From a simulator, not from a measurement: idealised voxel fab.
process module | voxel capacitor over wiring
We display cut, a cross-section 170 nm in width whose square cells are each 5 nm.
In this document a cross-section is written as a grid of square cells. It is given as a series of bands, listed from the top down, and a band is one or more rows of cells.
Basically the band line says how high the top is and how high the bottom is, in nm, and then what's in it from left to right, every material with its width in nm. Empty space shows up as "empty", and if a single material carries "edge to edge" it runs the full band edge to edge.
Height datum 0, below which the as-received substrate wafer is one material. Lowest band open at the bottom, running downward: "z 0 and below".
A width given as "30..40" starts at the first number in the band's top row and ends at the second number in its bottom row, shifting by an equal amount at every step from row to row.
Where a step carries "nothing was modified", the cross-section came out of it unchanged, cell for cell.
This entry, "Enclosed cavity list", enumerates those empty regions of no fewer than 8 cells that possess no open connection to the top. Each region is reported in the form width x height at distance, the distance being taken from the left edge, with all three quantities expressed in nm.
Text after the settings on a step's line: the simulator's own remark on that step.
The setting "overlay nm" may be written on the line of a step. When the step uses a mask, the value reports how far to the right of the planned place the mask lay, and a negative value reports that it lay to the left.

-- The process steps that were planned are listed below
1,op RECEIVE | material Si
2,op CONFORMAL_DEP | material SiO2 | thk nm 10
3,op DIRECTIONAL_DEP | material TiN | thk nm 5
4,op DIRECTIONAL_DEP | material Ru | thk nm 15
5,op PATTERN | tone cover | mask id METAL_1 | material resist | width nm 25 | pitch nm 85 | thk nm 15 | overlay nm 0
6,op DIRECTIONAL_ETCH | etch materials Ru | depth nm 15
7,op DIRECTIONAL_ETCH | etch materials TiN | depth nm 5
8,op STRIP | etch materials resist
9,op FILL_DEP | material lowk | thk nm 10
10,op CMP | height nm 30
11,op CONFORMAL_DEP | material SiCN | thk nm 5
12,op DIRECTIONAL_DEP | material lowk | thk nm 10
13,op PATTERN | tone open | mask id PLUG_1 | material resist | width nm 15 | thk nm 15 | overlay nm 0
14,op DIRECTIONAL_ETCH | etch materials lowk | depth nm 10
15,op DIRECTIONAL_ETCH | etch materials SiCN | depth nm 5
16,op STRIP | etch materials resist
17,op EPI | material Ru | thk nm 10
18,op EPI | material Ru | thk nm 5
19,op DIRECTIONAL_DEP | material TiN | thk nm 10
20,op DIRECTIONAL_DEP | material Al2O3 | thk nm 5
21,op DIRECTIONAL_DEP | material TiN | thk nm 5
22,op MASKED_ETCH | tone cover | mask id UPPER_PLATE | width nm 65 | etch materials TiN | depth nm 5 | overlay nm 0
23,op MASKED_ETCH | tone cover | mask id UPPER_PLATE | width nm 65 | etch materials Al2O3 | depth nm 5 | overlay nm 0
24,op DIRECTIONAL_DEP | material aC | thk nm 15
25,op PATTERN | tone cover | mask id LOWER_PLATE | material resist | width nm 75 | thk nm 35 | overlay nm 0
26,op DIRECTIONAL_ETCH | etch materials aC | depth nm 15
27,op STRIP | etch materials resist
28,op DIRECTIONAL_ETCH | etch materials TiN | depth nm 10
29,op STRIP | etch materials aC
30,op FILL_DEP | material SiO2 | thk nm 20
31,op CMP | height nm 80
32,op DIRECTIONAL_DEP | material aC | thk nm 15
33,op PATTERN | tone open | mask id PLUG_2 | material resist | width nm 15 | thk nm 30 | overlay nm 0
34,op DIRECTIONAL_ETCH | etch materials aC | depth nm 15
35,op STRIP | etch materials resist
36,op DIRECTIONAL_ETCH | etch materials SiO2 | depth nm 15
37,op STRIP | etch materials aC
38,op CONFORMAL_DEP | material TiN | thk nm 5
39,op FILL_DEP | material Cu | thk nm 5
40,op CMP | height nm 80
41,op CONFORMAL_DEP | material SiN | thk nm 5

-- First out of two wafers; run went to plan

-- This is the cross-section of the wafer as we received it, i.e. after step 1
- z 0 and below: Si edge to edge
- Enclosed cavity list: none

-- Cross-section: wafer state after step 2
- z 10 to 0: SiO2 edge to edge
- Nothing below the height 0 has changed.

-- Cross-section: wafer state after step 3
- z 15 to 10: TiN edge to edge
- Nothing below the height 10 has changed.

-- Cross-section: wafer state after step 4
- z 30 to 15: Ru edge to edge
- Nothing below the height 15 has changed.

-- Cross-section: wafer state after step 5
- z 45 to 30: empty: 30  resist: 25  empty: 60  resist: 25  empty: 30
- Nothing below the height 30 has changed.

-- Cross-section: wafer state after step 6
- z 45 to 30: empty: 30  resist: 25  empty: 60  resist: 25  empty: 30
- z 30 to 15: empty: 30  Ru: 25  empty: 60  Ru: 25  empty: 30
- Nothing below the height 15 has changed.

-- Cross-section: wafer state after step 7
- z 45 to 30: empty: 30  resist: 25  empty: 60  resist: 25  empty: 30
- z 30 to 15: empty: 30  Ru: 25  empty: 60  Ru: 25  empty: 30
- z 15 to 10: empty: 30  TiN: 25  empty: 60  TiN: 25  empty: 30
- Nothing below the height 10 has changed.

-- Cross-section: wafer state after step 8
- z 30 to 15: empty: 30  Ru: 25  empty: 60  Ru: 25  empty: 30
- Nothing below the height 15 has changed.

-- Cross-section: wafer state after step 9
- z 40 to 30: lowk edge to edge
- z 30 to 15: lowk: 30  Ru: 25  lowk: 60  Ru: 25  lowk: 30
- z 15 to 10: lowk: 30  TiN: 25  lowk: 60  TiN: 25  lowk: 30
- Nothing below the height 10 has changed.

-- Cross-section: wafer state after step 10
- z 30 to 15: lowk: 30  Ru: 25  lowk: 60  Ru: 25  lowk: 30
- Nothing below the height 15 has changed.

-- Cross-section: wafer state after step 11
- z 35 to 30: SiCN edge to edge
- Nothing below the height 30 has changed.

-- Cross-section: wafer state after step 12
- z 45 to 35: lowk edge to edge
- Nothing below the height 35 has changed.

-- Cross-section: wafer state after step 13
- z 60 to 45: resist: 40  empty: 15  resist: 115
- Nothing below the height 45 has changed.

-- Cross-section: wafer state after step 14
- z 60 to 45: resist: 40  empty: 15  resist: 115
- z 45 to 35: lowk: 40  empty: 15  lowk: 115
- Nothing below the height 35 has changed.

-- Cross-section: wafer state after step 15
- z 60 to 45: resist: 40  empty: 15  resist: 115
- z 45 to 35: lowk: 40  empty: 15  lowk: 115
- z 35 to 30: SiCN: 40  empty: 15  SiCN: 115
- Nothing below the height 30 has changed.

-- Cross-section: wafer state after step 16
- z 45 to 35: lowk: 40  empty: 15  lowk: 115
- Nothing below the height 35 has changed.

-- Cross-section: wafer state after step 17
- z 45 to 40: lowk: 40  empty: 15  lowk: 115
- z 40 to 35: lowk: 40  Ru: 15  lowk: 115
- z 35 to 30: SiCN: 40  Ru: 15  SiCN: 115
- Nothing below the height 30 has changed.

-- Cross-section: wafer state after step 18
- z 45 to 35: lowk: 40  Ru: 15  lowk: 115
- Nothing below the height 35 has changed.

-- Cross-section: wafer state after step 19
- z 55 to 45: TiN edge to edge
- Nothing below the height 45 has changed.

-- Cross-section: wafer state after step 20
- z 60 to 55: Al2O3 edge to edge
- Nothing below the height 55 has changed.

-- Cross-section: wafer state after step 21
- z 65 to 60: TiN edge to edge
- Nothing below the height 60 has changed.

-- Cross-section: wafer state after step 22
- z 65 to 60: empty: 40  TiN: 65  empty: 65
- Nothing below the height 60 has changed.

-- Cross-section: wafer state after step 23
- z 65 to 60: empty: 40  TiN: 65  empty: 65
- z 60 to 55: empty: 40  Al2O3: 65  empty: 65
- Nothing below the height 55 has changed.

-- Cross-section: wafer state after step 24
- z 80 to 70: empty: 40  aC: 65  empty: 65
- z 70 to 65: aC edge to edge
- z 65 to 60: aC: 40  TiN: 65  aC: 65
- z 60 to 55: aC: 40  Al2O3: 65  aC: 65
- Nothing below the height 55 has changed.

-- Cross-section: wafer state after step 25
- z 115 to 80: empty: 35  resist: 75  empty: 60
- z 80 to 70: empty: 35  resist: 5  aC: 65  resist: 5  empty: 60
- Nothing below the height 70 has changed.

-- Cross-section: wafer state after step 26
- z 100 to 80: empty: 35  resist: 75  empty: 60
- z 80 to 70: empty: 35  resist: 5  aC: 65  resist: 5  empty: 60
- z 70 to 65: empty: 35  aC: 75  empty: 60
- z 65 to 60: empty: 35  aC: 5  TiN: 65  aC: 5  empty: 60
- z 60 to 55: empty: 35  aC: 5  Al2O3: 65  aC: 5  empty: 60
- Nothing below the height 55 has changed.

-- Cross-section: wafer state after step 27
- z 80 to 70: empty: 40  aC: 65  empty: 65
- Nothing below the height 70 has changed.

-- Cross-section: wafer state after step 28
- z 80 to 70: empty: 40  aC: 65  empty: 65
- z 70 to 65: empty: 35  aC: 75  empty: 60
- z 65 to 60: empty: 35  aC: 5  TiN: 65  aC: 5  empty: 60
- z 60 to 55: empty: 35  aC: 5  Al2O3: 65  aC: 5  empty: 60
- z 55 to 45: empty: 35  TiN: 75  empty: 60
- Nothing below the height 45 has changed.

-- Cross-section: wafer state after step 29
- z 65 to 60: empty: 40  TiN: 65  empty: 65
- z 60 to 55: empty: 40  Al2O3: 65  empty: 65
- Nothing below the height 55 has changed.

-- Cross-section: wafer state after step 30
- z 85 to 65: SiO2 edge to edge
- z 65 to 60: SiO2: 40  TiN: 65  SiO2: 65
- z 60 to 55: SiO2: 40  Al2O3: 65  SiO2: 65
- z 55 to 45: SiO2: 35  TiN: 75  SiO2: 60
- Nothing below the height 45 has changed.

-- Cross-section: wafer state after step 31
- z 80 to 65: SiO2 edge to edge
- Nothing below the height 65 has changed.

-- Cross-section: wafer state after step 32
- z 95 to 80: aC edge to edge
- Nothing below the height 80 has changed.

-- Cross-section: wafer state after step 33
- z 125 to 95: resist: 50  empty: 15  resist: 105
- Nothing below the height 95 has changed.

-- Cross-section: wafer state after step 34
- z 110 to 95: resist: 50  empty: 15  resist: 105
- z 95 to 80: aC: 50  empty: 15  aC: 105
- Nothing below the height 80 has changed.

-- Cross-section: wafer state after step 35
- z 95 to 80: aC: 50  empty: 15  aC: 105
- Nothing below the height 80 has changed.

-- Cross-section: wafer state after step 36
- z 95 to 80: aC: 50  empty: 15  aC: 105
- z 80 to 65: SiO2: 50  empty: 15  SiO2: 105
- Nothing below the height 65 has changed.

-- Cross-section: wafer state after step 37
- z 80 to 65: SiO2: 50  empty: 15  SiO2: 105
- Nothing below the height 65 has changed.

-- Cross-section: wafer state after step 38
- z 85 to 80: TiN: 55  empty: 5  TiN: 110
- z 80 to 70: SiO2: 50  TiN: 5  empty: 5  TiN: 5  SiO2: 105
- z 70 to 60: SiO2: 50..40  TiN: 15..65  SiO2: 105..65
- Nothing below the height 60 has changed.

-- Cross-section: wafer state after step 39
- z 90 to 85: Cu edge to edge
- z 85 to 80: TiN: 55  Cu: 5  TiN: 110
- z 80 to 70: SiO2: 50  TiN: 5  Cu: 5  TiN: 5  SiO2: 105
- Nothing below the height 70 has changed.

-- Cross-section: wafer state after step 40
- z 80 to 70: SiO2: 50  TiN: 5  Cu: 5  TiN: 5  SiO2: 105
- Nothing below the height 70 has changed.

-- Cross-section: wafer state after step 41
- z 85 to 80: SiN edge to edge
- Nothing below the height 80 has changed.

-- second wafer: like start, like plan, one mistake. Through step 16 it matches the first wafer

-- when step 17 should have ended
- z 50 to 45: empty: 35  Ru: 25  empty: 110
- z 45 to 35: lowk: 40  Ru: 15  lowk: 115
- z 35 to 30: SiCN: 40  Ru: 15  SiCN: 115
- Nothing below the height 30 has changed.

-- when step 18 should have ended
- z 55 to 45: empty: 30  Ru: 35  empty: 105
- Nothing below the height 45 has changed.

-- when step 19 should have ended
- z 65 to 55: empty: 30  TiN: 35  empty: 105
- z 55 to 45: TiN: 30  Ru: 35  TiN: 105
- Nothing below the height 45 has changed.

-- when step 20 should have ended
- z 70 to 65: empty: 30  Al2O3: 35  empty: 105
- z 65 to 60: empty: 30  TiN: 35  empty: 105
- z 60 to 55: Al2O3: 30  TiN: 35  Al2O3: 105
- Nothing below the height 55 has changed.

-- when step 21 should have ended
- z 75 to 70: empty: 30  TiN: 35  empty: 105
- z 70 to 65: empty: 30  Al2O3: 35  empty: 105
- z 65 to 60: TiN edge to edge
- Nothing below the height 60 has changed.

-- when step 22 should have ended
- z 75 to 70: empty: 40  TiN: 25  empty: 105
- z 70 to 65: empty: 30  Al2O3: 35  empty: 105
- z 65 to 60: empty: 30  TiN: 75  empty: 65
- Nothing below the height 60 has changed.

-- when step 23 should have ended
- z 75 to 70: empty: 40  TiN: 25  empty: 105
- z 70 to 65: empty: 40  Al2O3: 25  empty: 105
- z 65 to 60: empty: 30  TiN: 75  empty: 65
- z 60 to 55: empty: 30  TiN: 35  Al2O3: 40  empty: 65
- Nothing below the height 55 has changed.

-- when step 24 should have ended
- z 90 to 80: empty: 40  aC: 25  empty: 105
- z 80 to 75: empty: 30  aC: 75  empty: 65
- z 75 to 70: empty: 30  aC: 10  TiN: 25  aC: 40  empty: 65
- z 70 to 65: aC: 40  Al2O3: 25  aC: 105
- z 65 to 60: aC: 30  TiN: 75  aC: 65
- z 60 to 55: aC: 30  TiN: 35  Al2O3: 40  aC: 65
- Nothing below the height 55 has changed.

-- when step 25 should have ended
- z 125 to 90: empty: 35  resist: 75  empty: 60
- z 90 to 80: empty: 35  resist: 5  aC: 25  resist: 45  empty: 60
- z 80 to 75: empty: 30  aC: 75  resist: 5  empty: 60
- z 75 to 70: empty: 30  aC: 10  TiN: 25  aC: 40  resist: 5  empty: 60
- Nothing below the height 70 has changed.

-- when step 26 should have ended
- z 110 to 90: empty: 35  resist: 75  empty: 60
- z 90 to 80: empty: 35  resist: 5  aC: 25  resist: 45  empty: 60
- z 80 to 75: empty: 35  aC: 70  resist: 5  empty: 60
- z 75 to 70: empty: 35  aC: 5  TiN: 25  aC: 40  resist: 5  empty: 60
- z 70 to 65: empty: 35  aC: 5  Al2O3: 25  aC: 45  empty: 60
- z 65 to 60: empty: 30  TiN: 75  aC: 5  empty: 60
- z 60 to 55: empty: 30  TiN: 35  Al2O3: 40  aC: 5  empty: 60
- Nothing below the height 55 has changed.

-- when step 27 should have ended
- z 90 to 80: empty: 40  aC: 25  empty: 105
- z 80 to 75: empty: 35  aC: 70  empty: 65
- z 75 to 70: empty: 35  aC: 5  TiN: 25  aC: 40  empty: 65
- Nothing below the height 70 has changed.

-- when step 28 should have ended
- z 90 to 80: empty: 40  aC: 25  empty: 105
- z 80 to 75: empty: 35  aC: 70  empty: 65
- z 75 to 70: empty: 35  aC: 5  TiN: 25  aC: 40  empty: 65
- z 70 to 65: empty: 35  aC: 5  Al2O3: 25  aC: 45  empty: 60
- z 65 to 60: empty: 35  TiN: 70  aC: 5  empty: 60
- z 60 to 55: empty: 35  TiN: 30  Al2O3: 40  aC: 5  empty: 60
- z 55 to 45: empty: 30  Ru: 35  TiN: 45  empty: 60
- Nothing below the height 45 has changed.

-- when step 29 should have ended
- z 75 to 70: empty: 40  TiN: 25  empty: 105
- z 70 to 65: empty: 40  Al2O3: 25  empty: 105
- z 65 to 60: empty: 35  TiN: 70  empty: 65
- z 60 to 55: empty: 35  TiN: 30  Al2O3: 40  empty: 65
- Nothing below the height 55 has changed.

-- when step 30 should have ended
- z 95 to 75: SiO2 edge to edge
- z 75 to 70: SiO2: 40  TiN: 25  SiO2: 105
- z 70 to 65: SiO2: 40  Al2O3: 25  SiO2: 105
- z 65 to 60: SiO2: 35  TiN: 70  SiO2: 65
- z 60 to 55: SiO2: 35  TiN: 30  Al2O3: 40  SiO2: 65
- z 55 to 45: SiO2: 30  Ru: 35  TiN: 45  SiO2: 60
- Nothing below the height 45 has changed.

-- when step 31 should have ended
- z 80 to 75: SiO2 edge to edge
- Nothing below the height 75 has changed.

-- when step 32 should have ended
- z 95 to 80: aC edge to edge
- Nothing below the height 80 has changed.

-- when step 33 should have ended
- z 125 to 95: resist: 50  empty: 15  resist: 105
- Nothing below the height 95 has changed.

-- when step 34 should have ended
- z 110 to 95: resist: 50  empty: 15  resist: 105
- z 95 to 80: aC: 50  empty: 15  aC: 105
- Nothing below the height 80 has changed.

-- when step 35 should have ended
- z 95 to 80: aC: 50  empty: 15  aC: 105
- Nothing below the height 80 has changed.

-- when step 36 should have ended
- z 95 to 80: aC: 50  empty: 15  aC: 105
- z 80 to 75: SiO2: 50  empty: 15  SiO2: 105
- Nothing below the height 75 has changed.

-- when step 37 should have ended
- z 80 to 75: SiO2: 50  empty: 15  SiO2: 105
- Nothing below the height 75 has changed.

-- when step 38 should have ended
- z 85 to 80: TiN: 55  empty: 5  TiN: 110
- z 80 to 70: SiO2: 50..40  TiN: 15..25  SiO2: 105
- Nothing below the height 70 has changed.

-- when step 39 should have ended
- z 90 to 85: Cu edge to edge
- z 85 to 80: TiN: 55  Cu: 5  TiN: 110
- Nothing below the height 80 has changed.

-- when step 40 should have ended
- z 80 to 70: SiO2: 50..40  TiN: 15..25  SiO2: 105
- Nothing below the height 70 has changed.

-- when step 41 should have ended
- z 85 to 80: SiN edge to edge
- Nothing below the height 80 has changed.
What was done differently from what was planned? step 17 in the plan was executed twice
The closing comparison, in cells, has the second wafer with more or fewer of some materials than the first: -2 Cu; +14 Ru; -8 SiO2; -4 TiN
